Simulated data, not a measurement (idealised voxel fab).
voxel gate over fins: a process module
Square cell edge 5 nm, section width 145 nm, ID cut.
In what follows, cross-sections appear as grids of square cells, described through bands that run from the top down, where every band is one or more rows of cells. The band entry comprises the height of the band's top followed by the height of its bottom, expressed in nm, and subsequently the band's materials from left to right, each stated together with its width in nm. Where a single material is marked with the word "edge to edge", that material fills the band from edge to edge. The word "blank" represents empty space. Ref level 0: as-received wafer is one material below here. Bottom band extends down with no lower bound ("0 -> down"). Note: "30->40" means the width goes from the first number (top row of the band) to the second number (bottom row) in equal steps per row of cells. Where a step carries "changes: none", the cross-section came out of it unchanged, cell for cell. "Sealed-off cavities" means: voids of 8 cells or more that are shut off from the top with no open way through. Written width x height at distance, distance from the left edge, in nm. What comes after the settings on a step's line is commentary from the simulator itself on that step. "overlay nm" on a masked step: distance the mask lay right of its planned place, negative for left.
[plan]
1,RECEIVE: material Si
2,CONFORMAL_DEP: material SiN, thk nm 5
3,PATTERN: tone cover, mask id FINS, material resist, width nm 15, pitch nm 35, thk nm 20, overlay nm 0
4,DIRECTIONAL_ETCH: etch materials SiN, depth nm 5
5,DIRECTIONAL_ETCH: etch materials Si, depth nm 30
6,STRIP: etch materials resist
7,OXIDIZE: depth nm 5
8,FILL_DEP: material SiO2, thk nm 15
9,CMP: height nm 5
10,SELECTIVE_ETCH: etch materials SiO2, depth nm 15
11,STRIP: etch materials SiN
12,CONFORMAL_DEP: material HfO2, thk nm 5
13,CONFORMAL_DEP: material TiN, thk nm 5
14,FILL_DEP: material W, thk nm 15
15,CMP: height nm 20
16,CONFORMAL_DEP: material SiN, thk nm 5
[First of two wafers, processed according to plan]
[Incoming wafer in cross-section (state: after step 1)]
  0 -> down: Si edge to edge
  Sealed-off cavities: none
[Cross-section of the wafer subsequent to step 2]
  5 -> 0: SiN edge to edge
  Note: structure below 0 unchanged.
[Cross-section of the wafer subsequent to step 3]
  25 -> 5: blank 30, then resist 15, then blank 20, then resist 15, then blank 20, then resist 15, then blank 30
  Note: structure below 5 unchanged.
[Cross-section of the wafer subsequent to step 4]
  25 -> 5: blank 30, then resist 15, then blank 20, then resist 15, then blank 20, then resist 15, then blank 30
  5 -> 0: blank 30, then SiN 15, then blank 20, then SiN 15, then blank 20, then SiN 15, then blank 30
  Note: structure below 0 unchanged.
[Cross-section of the wafer subsequent to step 5]
  25 -> 5: blank 30, then resist 15, then blank 20, then resist 15, then blank 20, then resist 15, then blank 30
  5 -> 0: blank 30, then SiN 15, then blank 20, then SiN 15, then blank 20, then SiN 15, then blank 30
  0 -> -30: blank 30, then Si 15, then blank 20, then Si 15, then blank 20, then Si 15, then blank 30
  Note: structure below -30 unchanged.
[Cross-section of the wafer subsequent to step 6]
  5 -> 0: blank 30, then SiN 15, then blank 20, then SiN 15, then blank 20, then SiN 15, then blank 30
  Note: structure below 0 unchanged.
[Cross-section of the wafer subsequent to step 7]
  5 -> 0: blank 30, then SiN 15, then blank 20, then SiN 15, then blank 20, then SiN 15, then blank 30
  0 -> -30: blank 30, then SiO2 5, then Si 5, then SiO2 5, then blank 20, then SiO2 5, then Si 5, then SiO2 5, then blank 20, then SiO2 5, then Si 5, then SiO2 5, then blank 30
  -30 -> -35: SiO2 35, then Si 5, then SiO2 30, then Si 5, then SiO2 30, then Si 5, then SiO2 35
  Note: structure below -35 unchanged.
[Cross-section of the wafer subsequent to step 8]
  20 -> 5: SiO2 edge to edge
  5 -> 0: SiO2 30, then SiN 15, then SiO2 20, then SiN 15, then SiO2 20, then SiN 15, then SiO2 30
  0 -> -35: SiO2 35, then Si 5, then SiO2 30, then Si 5, then SiO2 30, then Si 5, then SiO2 35
  Note: structure below -35 unchanged.
[Cross-section of the wafer subsequent to step 9]
  5 -> 0: SiO2 30, then SiN 15, then SiO2 20, then SiN 15, then SiO2 20, then SiN 15, then SiO2 30
  Note: structure below 0 unchanged.
[Cross-section of the wafer subsequent to step 10]
  5 -> 0: blank 30, then SiN 15, then blank 20, then SiN 15, then blank 20, then SiN 15, then blank 30
  0 -> -10: blank 35, then Si 5, then blank 30, then Si 5, then blank 30, then Si 5, then blank 35
  Note: structure below -10 unchanged.
[Cross-section of the wafer subsequent to step 11]
  0 -> -10: blank 35, then Si 5, then blank 30, then Si 5, then blank 30, then Si 5, then blank 35
  Note: structure below -10 unchanged.
[Cross-section of the wafer subsequent to step 12]
  5 -> 0: blank 30, then HfO2 15, then blank 20, then HfO2 15, then blank 20, then HfO2 15, then blank 30
  0 -> -5: blank 30, then HfO2 5, then Si 5, then HfO2 5, then blank 20, then HfO2 5, then Si 5, then HfO2 5, then blank 20, then HfO2 5, then Si 5, then HfO2 5, then blank 30
  -5 -> -10: HfO2 35, then Si 5, then HfO2 30, then Si 5, then HfO2 30, then Si 5, then HfO2 35
  Note: structure below -10 unchanged.
[Cross-section of the wafer subsequent to step 13]
  10 -> 5: blank 25, then TiN 25, then blank 10, then TiN 25, then blank 10, then TiN 25, then blank 25
  5 -> 0: blank 25, then TiN 5, then HfO2 15, then TiN 5, then blank 10, then TiN 5, then HfO2 15, then TiN 5, then blank 10, then TiN 5, then HfO2 15, then TiN 5, then blank 25
  0 -> -5: TiN 30, then HfO2 5, then Si 5, then HfO2 5, then TiN 20, then HfO2 5, then Si 5, then HfO2 5, then TiN 20, then HfO2 5, then Si 5, then HfO2 5, then TiN 30
  Note: structure below -5 unchanged.
[Cross-section of the wafer subsequent to step 14]
  25 -> 10: W edge to edge
  10 -> 5: W 25, then TiN 25, then W 10, then TiN 25, then W 10, then TiN 25, then W 25
  5 -> 0: W 25, then TiN 5, then HfO2 15, then TiN 5, then W 10, then TiN 5, then HfO2 15, then TiN 5, then W 10, then TiN 5, then HfO2 15, then TiN 5, then W 25
  Note: structure below 0 unchanged.
[Cross-section of the wafer subsequent to step 15]
  20 -> 10: W edge to edge
  Note: structure below 10 unchanged.
[Cross-section of the wafer subsequent to step 16]
  25 -> 20: SiN edge to edge
  Note: structure below 20 unchanged.
[Okay, second wafer. Nothing different at the start, nothing different in the plan, just one mistake somewhere in the running. As far as step 11, counting that step, it's the first wafer all over again]
Cross-section of the second wafer at the time by which step 12 should have been completed according to the plan: changes: none
[Cross-section of the second wafer at the time by which step 13 should have been completed according to the plan]
  5 -> 0: blank 30, then TiN 15, then blank 20, then TiN 15, then blank 20, then TiN 15, then blank 30
  0 -> -5: blank 30, then TiN 5, then Si 5, then TiN 5, then blank 20, then TiN 5, then Si 5, then TiN 5, then blank 20, then TiN 5, then Si 5, then TiN 5, then blank 30
  -5 -> -10: TiN 35, then Si 5, then TiN 30, then Si 5, then TiN 30, then Si 5, then TiN 35
  Note: structure below -10 unchanged.
[Cross-section of the second wafer at the time by which step 14 should have been completed according to the plan]
  20 -> 5: W edge to edge
  5 -> 0: W 30, then TiN 15, then W 20, then TiN 15, then W 20, then TiN 15, then W 30
  0 -> -5: W 30, then TiN 5, then Si 5, then TiN 5, then W 20, then TiN 5, then Si 5, then TiN 5, then W 20, then TiN 5, then Si 5, then TiN 5, then W 30
  Note: structure below -5 unchanged.
Cross-section of the second wafer at the time by which step 15 should have been completed according to the plan: changes: none
[Cross-section of the second wafer at the time by which step 16 should have been completed according to the plan]
  25 -> 20: SiN edge to edge
  Note: structure below 20 unchanged.
Deviation from plan: step 12 was dropped from the plan's execution and never run
The final cell counts differ between the wafers, with the second having more or fewer of some materials than the first: HfO2 -41, W +41
